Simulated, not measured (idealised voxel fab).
You're looking at the process module voxel capacitor over wiring.
Section shown: cut. Width: 235 nm. Cell size: 5 nm, square.
This document writes a cross-section as a grid whose cells are square, and gives it as bands, listed from the top down; one or more rows of cells form a band. This entry defines a band. It first specifies the height of the band's top and the height of its bottom in nm, and then specifies the band's materials from left to right, stating each material with its width in nm. The word "everywhere" identifies a single material that fills the band from edge to edge, while the word "blank" identifies empty space. Measure heights from 0. That's the level where, below it, the as-received wafer is all one material. The lowest band is bottomless and extends downward; write it as in "z 0 and below". The notation "30 to 40" denotes a width that varies across the rows of cells in the band, beginning at the first number in the top row, finishing at the second number in the bottom row, and changing by an identical amount from each row to the next. Take "remains unaltered" at face value: in the step it is given for, the cross-section changed in none of its cells. The label "Closed empty spaces" introduces a list of the empty spaces, 8 cells or larger, that have no open way up to the top; each entry in it reads width x height at distance, where the distance is taken from the left edge and all three are stated in nm. Formally, on a step line, whatever follows the settings is a remark that the simulator itself makes on the step. For masked steps, "overlay nm" on the step line gives how far right of plan the mask actually lay; a minus sign means it lay to the left.
Process steps foreseen in the plan
| 1 | RECEIVE | material Si |
| 2 | CONFORMAL_DEP | material SiO2 | thk nm 10 |
| 3 | CONFORMAL_DEP | material SiCN | thk nm 5 |
| 4 | DIRECTIONAL_DEP | material SiO2 | thk nm 15 |
| 5 | DIRECTIONAL_DEP | material aC | thk nm 15 |
| 6 | PATTERN | tone open | mask id METAL_1 | material resist | width nm 20 | pitch nm 80 | thk nm 35 | overlay nm 0 |
| 7 | DIRECTIONAL_ETCH | etch materials aC | depth nm 15 |
| 8 | STRIP | etch materials resist |
| 9 | DIRECTIONAL_ETCH | etch materials SiO2 | depth nm 15 |
| 10 | DIRECTIONAL_ETCH | etch materials SiCN | depth nm 5 |
| 11 | STRIP | etch materials aC |
| 12 | CONFORMAL_DEP | material TiN | thk nm 5 |
| 13 | FILL_DEP | material Cu | thk nm 5 |
| 14 | CMP | height nm 30 |
| 15 | CONFORMAL_DEP | material SiCN | thk nm 5 |
| 16 | DIRECTIONAL_DEP | material SiO2 | thk nm 15 |
| 17 | PATTERN | tone open | mask id PLUG_1 | material resist | width nm 15 | thk nm 15 | overlay nm 0 |
| 18 | DIRECTIONAL_ETCH | etch materials SiO2 | depth nm 15 |
| 19 | DIRECTIONAL_ETCH | etch materials SiCN | depth nm 5 |
| 20 | STRIP | etch materials resist |
| 21 | CONFORMAL_DEP | material TiN | thk nm 5 |
| 22 | FILL_DEP | material W | thk nm 10 |
| 23 | CMP | height nm 50 |
| 24 | DIRECTIONAL_DEP | material TiN | thk nm 10 |
| 25 | DIRECTIONAL_DEP | material HfO2 | thk nm 5 |
| 26 | DIRECTIONAL_DEP | material TiN | thk nm 5 |
| 27 | PATTERN | tone cover | mask id UPPER_PLATE | material resist | width nm 65 | thk nm 20 | overlay nm 0 |
| 28 | DIRECTIONAL_ETCH | etch materials TiN | depth nm 5 |
| 29 | DIRECTIONAL_ETCH | etch materials HfO2 | depth nm 5 |
| 30 | STRIP | etch materials resist |
| 31 | PATTERN | tone cover | mask id LOWER_PLATE | material resist | width nm 75 | thk nm 20 | overlay nm 0 |
| 32 | DIRECTIONAL_ETCH | etch materials TiN | depth nm 10 |
| 33 | STRIP | etch materials resist |
| 34 | FILL_DEP | material SiO2 | thk nm 20 |
| 35 | CMP | height nm 85 |
| 36 | PATTERN | tone open | mask id PLUG_2 | material resist | width nm 15 | thk nm 15 | overlay nm 0 |
| 37 | DIRECTIONAL_ETCH | etch materials SiO2 | depth nm 15 |
| 38 | STRIP | etch materials resist |
| 39 | CONFORMAL_DEP | material TiN | thk nm 5 |
| 40 | FILL_DEP | material W | thk nm 10 |
| 41 | CMP | height nm 85 |
| 42 | CONFORMAL_DEP | material SiN | thk nm 5 |
First of two wafers, with the run carried out as planned
So this is the incoming wafer in cross-section - it's already been through step 1
	z 0 and below | Si everywhere
	Closed empty spaces: none
Once step 2 is through, the wafer looks like this in cross-section
	z 10 to 0 | SiO2 everywhere
	Anything lower than 0 is untouched.
Once step 3 is through, the wafer looks like this in cross-section
	z 15 to 10 | SiCN everywhere
	Anything lower than 10 is untouched.
Once step 4 is through, the wafer looks like this in cross-section
	z 30 to 15 | SiO2 everywhere
	Anything lower than 15 is untouched.
Once step 5 is through, the wafer looks like this in cross-section
	z 45 to 30 | aC everywhere
	Anything lower than 30 is untouched.
Once step 6 is through, the wafer looks like this in cross-section
	z 80 to 45 | 65 of resist, 20 of blank, 60 of resist, 20 of blank, 70 of resist
	Anything lower than 45 is untouched.
Once step 7 is through, the wafer looks like this in cross-section
	z 65 to 45 | 65 of resist, 20 of blank, 60 of resist, 20 of blank, 70 of resist
	z 45 to 30 | 65 of aC, 20 of blank, 60 of aC, 20 of blank, 70 of aC
	Anything lower than 30 is untouched.
Once step 8 is through, the wafer looks like this in cross-section
	z 45 to 30 | 65 of aC, 20 of blank, 60 of aC, 20 of blank, 70 of aC
	Anything lower than 30 is untouched.
Once step 9 is through, the wafer looks like this in cross-section
	z 45 to 30 | 65 of aC, 20 of blank, 60 of aC, 20 of blank, 70 of aC
	z 30 to 15 | 65 of SiO2, 20 of blank, 60 of SiO2, 20 of blank, 70 of SiO2
	Anything lower than 15 is untouched.
Once step 10 is through, the wafer looks like this in cross-section
	z 45 to 30 | 65 of aC, 20 of blank, 60 of aC, 20 of blank, 70 of aC
	z 30 to 15 | 65 of SiO2, 20 of blank, 60 of SiO2, 20 of blank, 70 of SiO2
	z 15 to 10 | 65 of SiCN, 20 of blank, 60 of SiCN, 20 of blank, 70 of SiCN
	Anything lower than 10 is untouched.
Once step 11 is through, the wafer looks like this in cross-section
	z 30 to 15 | 65 of SiO2, 20 of blank, 60 of SiO2, 20 of blank, 70 of SiO2
	Anything lower than 15 is untouched.
Once step 12 is through, the wafer looks like this in cross-section
	z 35 to 30 | 70 of TiN, 10 of blank, 70 of TiN, 10 of blank, 75 of TiN
	z 30 to 15 | 65 of SiO2, 5 of TiN, 10 of blank, 5 of TiN, 60 of SiO2, 5 of TiN, 10 of blank, 5 of TiN, 70 of SiO2
	z 15 to 10 | 65 of SiCN, 20 of TiN, 60 of SiCN, 20 of TiN, 70 of SiCN
	Anything lower than 10 is untouched.
Once step 13 is through, the wafer looks like this in cross-section
	z 40 to 35 | Cu everywhere
	z 35 to 30 | 70 of TiN, 10 of Cu, 70 of TiN, 10 of Cu, 75 of TiN
	z 30 to 15 | 65 of SiO2, 5 of TiN, 10 of Cu, 5 of TiN, 60 of SiO2, 5 of TiN, 10 of Cu, 5 of TiN, 70 of SiO2
	Anything lower than 15 is untouched.
Once step 14 is through, the wafer looks like this in cross-section
	z 30 to 15 | 65 of SiO2, 5 of TiN, 10 of Cu, 5 of TiN, 60 of SiO2, 5 of TiN, 10 of Cu, 5 of TiN, 70 of SiO2
	Anything lower than 15 is untouched.
Once step 15 is through, the wafer looks like this in cross-section
	z 35 to 30 | SiCN everywhere
	Anything lower than 30 is untouched.
Once step 16 is through, the wafer looks like this in cross-section
	z 50 to 35 | SiO2 everywhere
	Anything lower than 35 is untouched.
Once step 17 is through, the wafer looks like this in cross-section
	z 65 to 50 | 70 of resist, 15 of blank, 150 of resist
	Anything lower than 50 is untouched.
Once step 18 is through, the wafer looks like this in cross-section
	z 65 to 50 | 70 of resist, 15 of blank, 150 of resist
	z 50 to 35 | 70 of SiO2, 15 of blank, 150 of SiO2
	Anything lower than 35 is untouched.
Once step 19 is through, the wafer looks like this in cross-section
	z 65 to 50 | 70 of resist, 15 of blank, 150 of resist
	z 50 to 35 | 70 of SiO2, 15 of blank, 150 of SiO2
	z 35 to 30 | 70 of SiCN, 15 of blank, 150 of SiCN
	Anything lower than 30 is untouched.
Once step 20 is through, the wafer looks like this in cross-section
	z 50 to 35 | 70 of SiO2, 15 of blank, 150 of SiO2
	Anything lower than 35 is untouched.
Once step 21 is through, the wafer looks like this in cross-section
	z 55 to 50 | 75 of TiN, 5 of blank, 155 of TiN
	z 50 to 35 | 70 of SiO2, 5 of TiN, 5 of blank, 5 of TiN, 150 of SiO2
	z 35 to 30 | 70 of SiCN, 15 of TiN, 150 of SiCN
	Anything lower than 30 is untouched.
Once step 22 is through, the wafer looks like this in cross-section
	z 65 to 55 | W everywhere
	z 55 to 50 | 75 of TiN, 5 of W, 155 of TiN
	z 50 to 35 | 70 of SiO2, 5 of TiN, 5 of W, 5 of TiN, 150 of SiO2
	Anything lower than 35 is untouched.
Once step 23 is through, the wafer looks like this in cross-section
	z 50 to 35 | 70 of SiO2, 5 of TiN, 5 of W, 5 of TiN, 150 of SiO2
	Anything lower than 35 is untouched.
Once step 24 is through, the wafer looks like this in cross-section
	z 60 to 50 | TiN everywhere
	Anything lower than 50 is untouched.
Once step 25 is through, the wafer looks like this in cross-section
	z 65 to 60 | HfO2 everywhere
	Anything lower than 60 is untouched.
Once step 26 is through, the wafer looks like this in cross-section
	z 70 to 65 | TiN everywhere
	Anything lower than 65 is untouched.
Once step 27 is through, the wafer looks like this in cross-section
	z 90 to 70 | 70 of blank, 65 of resist, 100 of blank
	Anything lower than 70 is untouched.
Once step 28 is through, the wafer looks like this in cross-section
	z 90 to 70 | 70 of blank, 65 of resist, 100 of blank
	z 70 to 65 | 70 of blank, 65 of TiN, 100 of blank
	Anything lower than 65 is untouched.
Once step 29 is through, the wafer looks like this in cross-section
	z 90 to 70 | 70 of blank, 65 of resist, 100 of blank
	z 70 to 65 | 70 of blank, 65 of TiN, 100 of blank
	z 65 to 60 | 70 of blank, 65 of HfO2, 100 of blank
	Anything lower than 60 is untouched.
Once step 30 is through, the wafer looks like this in cross-section
	z 70 to 65 | 70 of blank, 65 of TiN, 100 of blank
	Anything lower than 65 is untouched.
Once step 31 is through, the wafer looks like this in cross-section
	z 90 to 70 | 65 of blank, 75 of resist, 95 of blank
	z 70 to 65 | 65 of blank, 5 of resist, 65 of TiN, 5 of resist, 95 of blank
	z 65 to 60 | 65 of blank, 5 of resist, 65 of HfO2, 5 of resist, 95 of blank
	Anything lower than 60 is untouched.
Once step 32 is through, the wafer looks like this in cross-section
	z 90 to 70 | 65 of blank, 75 of resist, 95 of blank
	z 70 to 65 | 65 of blank, 5 of resist, 65 of TiN, 5 of resist, 95 of blank
	z 65 to 60 | 65 of blank, 5 of resist, 65 of HfO2, 5 of resist, 95 of blank
	z 60 to 50 | 65 of blank, 75 of TiN, 95 of blank
	Anything lower than 50 is untouched.
Once step 33 is through, the wafer looks like this in cross-section
	z 70 to 65 | 70 of blank, 65 of TiN, 100 of blank
	z 65 to 60 | 70 of blank, 65 of HfO2, 100 of blank
	Anything lower than 60 is untouched.
Once step 34 is through, the wafer looks like this in cross-section
	z 90 to 70 | SiO2 everywhere
	z 70 to 65 | 70 of SiO2, 65 of TiN, 100 of SiO2
	z 65 to 60 | 70 of SiO2, 65 of HfO2, 100 of SiO2
	z 60 to 50 | 65 of SiO2, 75 of TiN, 95 of SiO2
	Anything lower than 50 is untouched.
Once step 35 is through, the wafer looks like this in cross-section
	z 85 to 70 | SiO2 everywhere
	Anything lower than 70 is untouched.
Once step 36 is through, the wafer looks like this in cross-section
	z 100 to 85 | 80 of resist, 15 of blank, 140 of resist
	Anything lower than 85 is untouched.
Once step 37 is through, the wafer looks like this in cross-section
	z 100 to 85 | 80 of resist, 15 of blank, 140 of resist
	z 85 to 70 | 80 of SiO2, 15 of blank, 140 of SiO2
	Anything lower than 70 is untouched.
Once step 38 is through, the wafer looks like this in cross-section
	z 85 to 70 | 80 of SiO2, 15 of blank, 140 of SiO2
	Anything lower than 70 is untouched.
Once step 39 is through, the wafer looks like this in cross-section
	z 90 to 85 | 85 of TiN, 5 of blank, 145 of TiN
	z 85 to 75 | 80 of SiO2, 5 of TiN, 5 of blank, 5 of TiN, 140 of SiO2
	z 75 to 65 | 80 to 70 of SiO2, 15 to 65 of TiN, 140 to 100 of SiO2
	Anything lower than 65 is untouched.
Once step 40 is through, the wafer looks like this in cross-section
	z 100 to 90 | W everywhere
	z 90 to 85 | 85 of TiN, 5 of W, 145 of TiN
	z 85 to 75 | 80 of SiO2, 5 of TiN, 5 of W, 5 of TiN, 140 of SiO2
	Anything lower than 75 is untouched.
Once step 41 is through, the wafer looks like this in cross-section
	z 85 to 75 | 80 of SiO2, 5 of TiN, 5 of W, 5 of TiN, 140 of SiO2
	Anything lower than 75 is untouched.
Once step 42 is through, the wafer looks like this in cross-section
	z 90 to 85 | SiN everywhere
	Anything lower than 85 is untouched.
Second wafer, same starting state and plan as the first, one mistake in the run, identical through step 24
Second wafer: cross-section at the scheduled end of step 25: remains unaltered
Second wafer: cross-section at the scheduled end of step 26
	z 65 to 50 | TiN everywhere
	Anything lower than 50 is untouched.
Second wafer: cross-section at the scheduled end of step 27
	z 85 to 65 | 70 of blank, 65 of resist, 100 of blank
	Anything lower than 65 is untouched.
Second wafer: cross-section at the scheduled end of step 28
	z 85 to 65 | 70 of blank, 65 of resist, 100 of blank
	z 65 to 60 | 70 of blank, 65 of TiN, 100 of blank
	Anything lower than 60 is untouched.
Second wafer: cross-section at the scheduled end of step 29: remains unaltered
Second wafer: cross-section at the scheduled end of step 30
	z 65 to 60 | 70 of blank, 65 of TiN, 100 of blank
	Anything lower than 60 is untouched.
Second wafer: cross-section at the scheduled end of step 31
	z 85 to 65 | 65 of blank, 75 of resist, 95 of blank
	z 65 to 60 | 65 of blank, 5 of resist, 65 of TiN, 5 of resist, 95 of blank
	Anything lower than 60 is untouched.
Second wafer: cross-section at the scheduled end of step 32
	z 85 to 65 | 65 of blank, 75 of resist, 95 of blank
	z 65 to 60 | 65 of blank, 5 of resist, 65 of TiN, 5 of resist, 95 of blank
	z 60 to 50 | 65 of blank, 75 of TiN, 95 of blank
	Anything lower than 50 is untouched.
Second wafer: cross-section at the scheduled end of step 33
	z 65 to 60 | 70 of blank, 65 of TiN, 100 of blank
	Anything lower than 60 is untouched.
Second wafer: cross-section at the scheduled end of step 34
	z 85 to 65 | SiO2 everywhere
	z 65 to 60 | 70 of SiO2, 65 of TiN, 100 of SiO2
	z 60 to 50 | 65 of SiO2, 75 of TiN, 95 of SiO2
	Anything lower than 50 is untouched.
Second wafer: cross-section at the scheduled end of step 35: remains unaltered
Second wafer: cross-section at the scheduled end of step 36
	z 100 to 85 | 80 of resist, 15 of blank, 140 of resist
	Anything lower than 85 is untouched.
Second wafer: cross-section at the scheduled end of step 37
	z 100 to 85 | 80 of resist, 15 of blank, 140 of resist
	z 85 to 70 | 80 of SiO2, 15 of blank, 140 of SiO2
	Anything lower than 70 is untouched.
Second wafer: cross-section at the scheduled end of step 38
	z 85 to 70 | 80 of SiO2, 15 of blank, 140 of SiO2
	Anything lower than 70 is untouched.
Second wafer: cross-section at the scheduled end of step 39
	z 90 to 85 | 85 of TiN, 5 of blank, 145 of TiN
	z 85 to 75 | 80 of SiO2, 5 of TiN, 5 of blank, 5 of TiN, 140 of SiO2
	z 75 to 70 | 80 of SiO2, 15 of TiN, 140 of SiO2
	Anything lower than 70 is untouched.
Second wafer: cross-section at the scheduled end of step 40
	z 100 to 90 | W everywhere
	z 90 to 85 | 85 of TiN, 5 of W, 145 of TiN
	z 85 to 75 | 80 of SiO2, 5 of TiN, 5 of W, 5 of TiN, 140 of SiO2
	Anything lower than 75 is untouched.
Second wafer: cross-section at the scheduled end of step 41
	z 85 to 75 | 80 of SiO2, 5 of TiN, 5 of W, 5 of TiN, 140 of SiO2
	Anything lower than 75 is untouched.
Second wafer: cross-section at the scheduled end of step 42
	z 90 to 85 | SiN everywhere
	Anything lower than 85 is untouched.
The mistake made against the process plan was this: step 25 from the plan never happened, it was just skipped
Cell-count delta at end, second wafer over first, by material: HfO2: 13 fewer; SiO2: 13 more
